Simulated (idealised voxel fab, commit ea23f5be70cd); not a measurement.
A process module follows: voxel transistor to metal.
Each square cell in cross-section cut measures 5 nm, and the section as a whole is 200 nm wide.
When this document writes out a cross-section, it uses a grid of square cells and lists it as bands, beginning at the top and moving down, with a band standing for one or more rows of cells.
Heights first: top, then bottom, in nm. Then materials, left to right, each with a width in nm. "all across" on a single material: fills the band edge to edge. "air": empty space.
Heights are expressed relative to 0, this being the level below which the as-received wafer comprises one material exclusively. The lowest band is unbounded in the downward direction and is denoted as in "0..down".
Think of "30..40" as a width that walks from the first number to the second as you go down the band, top row to bottom row, taking equal-sized steps from row to row.
It should be understood that the words "remains unaltered", when stated for a given step, signify that the cross-section underwent no change in any of its cells during that step.
Look at "Closed void inventory" for the closed voids: empty spaces with no open path to the top, sized 8 cells or up. Each is width x height at distance, distance from the left edge, all nm.
The remark found on a step's line after its settings is issued by the simulator itself and pertains to that step.
"overlay nm" denotes, for a step that has a mask, the displacement of the mask to the right of its planned place, with negative values corresponding to the left.
Steps planned for the process:
| 1 | op RECEIVE | material Si |
| 2 | op CONFORMAL_DEP | material SiO2 | thk nm 5 |
| 3 | op CONFORMAL_DEP | material SiN | thk nm 15 |
| 4 | op MASKED_ETCH | tone cover | mask id ACTIVE | width nm 95 | etch materials SiN | depth nm 15 | overlay nm 0 |
| 5 | op MASKED_ETCH | tone cover | mask id ACTIVE | width nm 95 | etch materials SiO2 | depth nm 5 | overlay nm 0 |
| 6 | op MASKED_ETCH | tone cover | mask id ACTIVE | width nm 95 | etch materials Si | depth nm 30 | overlay nm 0 |
| 7 | op OXIDIZE | depth nm 5 |
| 8 | op FILL_DEP | material SiO2 | thk nm 10 |
| 9 | op CMP | height nm 20 |
| 10 | op SELECTIVE_ETCH | etch materials SiO2 | depth nm 10 |
| 11 | op STRIP | etch materials SiN |
| 12 | op SELECTIVE_ETCH | etch materials SiO2 | depth nm 5 |
| 13 | op OXIDIZE | depth nm 5 |
| 14 | op DIRECTIONAL_DEP | material polySi | thk nm 30 |
| 15 | op DIRECTIONAL_DEP | material SiCN | thk nm 15 |
| 16 | op PATTERN | tone cover | mask id GATE | material resist | width nm 15 | thk nm 20 | overlay nm 0 |
| 17 | op DIRECTIONAL_ETCH | etch materials SiCN | depth nm 25 |
| 18 | op DIRECTIONAL_ETCH | etch materials polySi | depth nm 40 |
| 19 | op STRIP | etch materials resist |
| 20 | op CONFORMAL_DEP | material SiO2 | thk nm 5 |
| 21 | op DIRECTIONAL_ETCH | etch materials SiO2 | depth nm 5 |
| 22 | op CONFORMAL_DEP | material SiN | thk nm 5 |
| 23 | op DIRECTIONAL_ETCH | etch materials SiN | depth nm 5 |
| 24 | op DIRECTIONAL_ETCH | etch materials SiO2 | depth nm 5 |
| 25 | op DIRECTIONAL_ETCH | etch materials Si | depth nm 15 |
| 26 | op EPI | material pSi | thk nm 20 |
| 27 | op FILL_DEP | material SiO2 | thk nm 5 |
| 28 | op CMP | height nm 45 |
| 29 | op DIRECTIONAL_DEP | material SiO2 | thk nm 10 |
| 30 | op PATTERN | tone open | mask id CONTACT | material resist | width nm 20 | pitch nm 65 | thk nm 20 | overlay nm 0 |
| 31 | op DIRECTIONAL_ETCH | etch materials SiO2 | depth nm 55 |
| 32 | op STRIP | etch materials resist |
| 33 | op CONFORMAL_DEP | material TiN | thk nm 5 |
| 34 | op FILL_DEP | material Ru | thk nm 5 |
| 35 | op CMP | height nm 55 |
| 36 | op DIRECTIONAL_DEP | material TiN | thk nm 5 |
| 37 | op DIRECTIONAL_DEP | material W | thk nm 25 |
| 38 | op MASKED_ETCH | tone cover | mask id METAL_1 | width nm 20 | pitch nm 65 | etch materials W | depth nm 25 | overlay nm 0 |
| 39 | op MASKED_ETCH | tone cover | mask id METAL_1 | width nm 20 | pitch nm 65 | etch materials TiN | depth nm 5 | overlay nm 0 |
| 40 | op CONFORMAL_DEP | material SiCN | thk nm 5 |
| 41 | op FILL_DEP | material lowk | thk nm 5 |
| 42 | op CMP | height nm 85 |
| 43 | op CONFORMAL_DEP | material SiCN | thk nm 5 |
| 44 | op DIRECTIONAL_DEP | material SiO2 | thk nm 35 |
| 45 | op MASKED_ETCH | tone open | mask id METAL_2 | width nm 20 | pitch nm 65 | etch materials SiO2 | depth nm 20 | overlay nm 0 |
| 46 | op MASKED_ETCH | tone open | mask id METAL_2_HOLES | width nm 15 | pitch nm 65 | etch materials SiO2 | depth nm 15 | overlay nm 0 |
| 47 | op MASKED_ETCH | tone open | mask id METAL_2_HOLES | width nm 15 | pitch nm 65 | etch materials SiCN | depth nm 5 | overlay nm 0 |
| 48 | op CONFORMAL_DEP | material TiN | thk nm 5 |
| 49 | op FILL_DEP | material Cu | thk nm 5 |
| 50 | op CMP | height nm 125 |
| 51 | op CONFORMAL_DEP | material SiN | thk nm 5 |
Wafer as received: cross-section following step 1:
- 0..down  Si all across
- Closed void inventory: none
First wafer at the end, as planned:
- 130..125  SiN all across
- 125..110  55 nm SiO2 | 5 nm TiN | 10 nm Cu | 5 nm TiN | 45 nm SiO2 | 5 nm TiN | 10 nm Cu | 5 nm TiN | 60 nm SiO2
- 110..105  55 nm SiO2 | 5 nm TiN | 5 nm Cu | 10 nm TiN | 45 nm SiO2 | 5 nm TiN | 5 nm Cu | 10 nm TiN | 60 nm SiO2
- 105..90  55 nm SiO2 | 5 nm TiN | 5 nm Cu | 5 nm TiN | 50 nm SiO2 | 5 nm TiN | 5 nm Cu | 5 nm TiN | 65 nm SiO2
- 90..85  55 nm SiCN | 15 nm TiN | 50 nm SiCN | 15 nm TiN | 65 nm SiCN
- 85..60  50 nm lowk | 5 nm SiCN | 20 nm W | 5 nm SiCN | 35 nm lowk | 5 nm SiCN | 20 nm W | 5 nm SiCN | 55 nm lowk
- 60..55  55 nm SiCN | 20 nm TiN | 45 nm SiCN | 20 nm TiN | 60 nm SiCN
- 55..45  55 nm SiO2 | 5 nm TiN | 10 nm Ru | 5 nm TiN | 45 nm SiO2 | 5 nm TiN | 10 nm Ru | 5 nm TiN | 60 nm SiO2
- 45..30  55 nm SiO2 | 5 nm TiN | 10 nm Ru | 5 nm TiN | 5 nm SiO2 | 5 nm SiN | 5 nm SiO2 | 15 nm SiCN | 5 nm SiO2 | 5 nm SiN | 5 nm SiO2 | 5 nm TiN | 10 nm Ru | 5 nm TiN | 60 nm SiO2
- 30..20  55 nm SiO2 | 5 nm TiN | 10 nm Ru | 5 nm TiN | 5 nm SiO2 | 5 nm SiN | 5 nm SiO2 | 15 nm polySi | 5 nm SiO2 | 5 nm SiN | 5 nm SiO2 | 5 nm TiN | 10 nm Ru | 5 nm TiN | 60 nm SiO2
- 20..15  55 nm SiO2 | 20 nm TiN | 5 nm SiO2 | 5 nm SiN | 5 nm SiO2 | 15 nm polySi | 5 nm SiO2 | 5 nm SiN | 5 nm SiO2 | 20 nm TiN | 60 nm SiO2
- 15..5  55 nm SiO2 | 5 nm TiN | 20 nm pSi | 5 nm SiN | 5 nm SiO2 | 15 nm polySi | 5 nm SiO2 | 5 nm SiN | 20 nm pSi | 5 nm TiN | 60 nm SiO2
- 5..0  50 nm SiO2 | 5 nm SiN | 5 nm TiN | 20 nm pSi | 5 nm SiN | 5 nm SiO2 | 15 nm polySi | 5 nm SiO2 | 5 nm SiN | 20 nm pSi | 5 nm TiN | 5 nm SiN | 55 nm SiO2
- 0..-5  55 nm SiO2 | 25 nm pSi | 35 nm SiO2 | 25 nm pSi | 60 nm SiO2
- -5..-20  55 nm SiO2 | 25 nm pSi | 35 nm Si | 25 nm pSi | 60 nm SiO2
- -20..-35  55 nm SiO2 | 85 nm Si | 60 nm SiO2
- -35..down  Si all across
- Closed void inventory: none
Here is the second of the two wafers cut open at the end of the module - same start, same plan as the first one, but we made one mistake running it:
- 130..125  SiN all across
- 125..110  55 nm SiO2 | 5 nm TiN | 10 nm Cu | 5 nm TiN | 45 nm SiO2 | 5 nm TiN | 10 nm Cu | 5 nm TiN | 60 nm SiO2
- 110..105  55 nm SiO2 | 5 nm TiN | 5 nm Cu | 10 nm TiN | 45 nm SiO2 | 5 nm TiN | 5 nm Cu | 10 nm TiN | 60 nm SiO2
- 105..90  55 nm SiO2 | 5 nm TiN | 5 nm Cu | 5 nm TiN | 50 nm SiO2 | 5 nm TiN | 5 nm Cu | 5 nm TiN | 65 nm SiO2
- 90..85  55 nm SiCN | 15 nm TiN | 50 nm SiCN | 15 nm TiN | 65 nm SiCN
- 85..60  50 nm lowk | 5 nm SiCN | 20 nm W | 5 nm SiCN | 35 nm lowk | 5 nm SiCN | 20 nm W | 5 nm SiCN | 55 nm lowk
- 60..55  55 nm SiCN | 20 nm TiN | 45 nm SiCN | 20 nm TiN | 60 nm SiCN
- 55..45  55 nm SiO2 | 5 nm TiN | 10 nm Ru | 5 nm TiN | 45 nm SiO2 | 5 nm TiN | 10 nm Ru | 5 nm TiN | 60 nm SiO2
- 45..35  55 nm SiO2 | 5 nm TiN | 10 nm Ru | 5 nm TiN | 5 nm SiO2 | 5 nm SiN | 5 nm SiO2 | 15 nm SiCN | 5 nm SiO2 | 5 nm SiN | 5 nm SiO2 | 5 nm TiN | 10 nm Ru | 5 nm TiN | 60 nm SiO2
- 35..25  55 nm SiO2 | 5 nm TiN | 10 nm Ru | 5 nm TiN | 5 nm SiO2 | 5 nm SiN | 5 nm SiO2 | 15 nm polySi | 5 nm SiO2 | 5 nm SiN | 5 nm SiO2 | 5 nm TiN | 10 nm Ru | 5 nm TiN | 60 nm SiO2
- 25..20  55 nm SiO2 | 20 nm TiN | 5 nm SiO2 | 5 nm SiN | 5 nm SiO2 | 15 nm polySi | 5 nm SiO2 | 5 nm SiN | 5 nm SiO2 | 20 nm TiN | 60 nm SiO2
- 20..15  55 nm SiO2 | 5 nm TiN | 20 nm pSi | 5 nm SiN | 5 nm SiO2 | 15 nm polySi | 5 nm SiO2 | 5 nm SiN | 20 nm pSi | 5 nm TiN | 60 nm SiO2
- 15..5  25 nm SiO2 | 55 nm pSi | 5 nm SiN | 5 nm SiO2 | 15 nm polySi | 5 nm SiO2 | 5 nm SiN | 55 nm pSi | 30 nm SiO2
- 5..0  25 nm SiO2 | 20 nm pSi | 5 nm SiN | 30 nm pSi | 35 nm SiO2 | 30 nm pSi | 5 nm SiN | 20 nm pSi | 30 nm SiO2
- 0..-5  45 nm pSi | 15 nm SiO2 | 20 nm pSi | 35 nm Si | 20 nm pSi | 15 nm SiO2 | 50 nm pSi
- -5..-15  45 nm pSi | 15 nm Si | 20 nm pSi | 35 nm Si | 20 nm pSi | 15 nm Si | 50 nm pSi
- -15..-20  45 nm pSi | 105 nm Si | 50 nm pSi
- -20..down  Si all across
- Closed void inventory: none
Against the plan, the run slipped here: step 4, actual vs plan mismatch, actual run op MASKED_ETCH | tone open | mask id ACTIVE | width nm 95 | etch materials SiN | depth nm 15 | overlay nm 0
Heads up, by the end the second wafer has more or fewer cells of some materials compared to the first: Ru: 4 fewer, Si: 102 more, SiCN: 3 fewer, SiN: 2 fewer, SiO2: 193 fewer, TiN: 8 fewer, pSi: 108 more
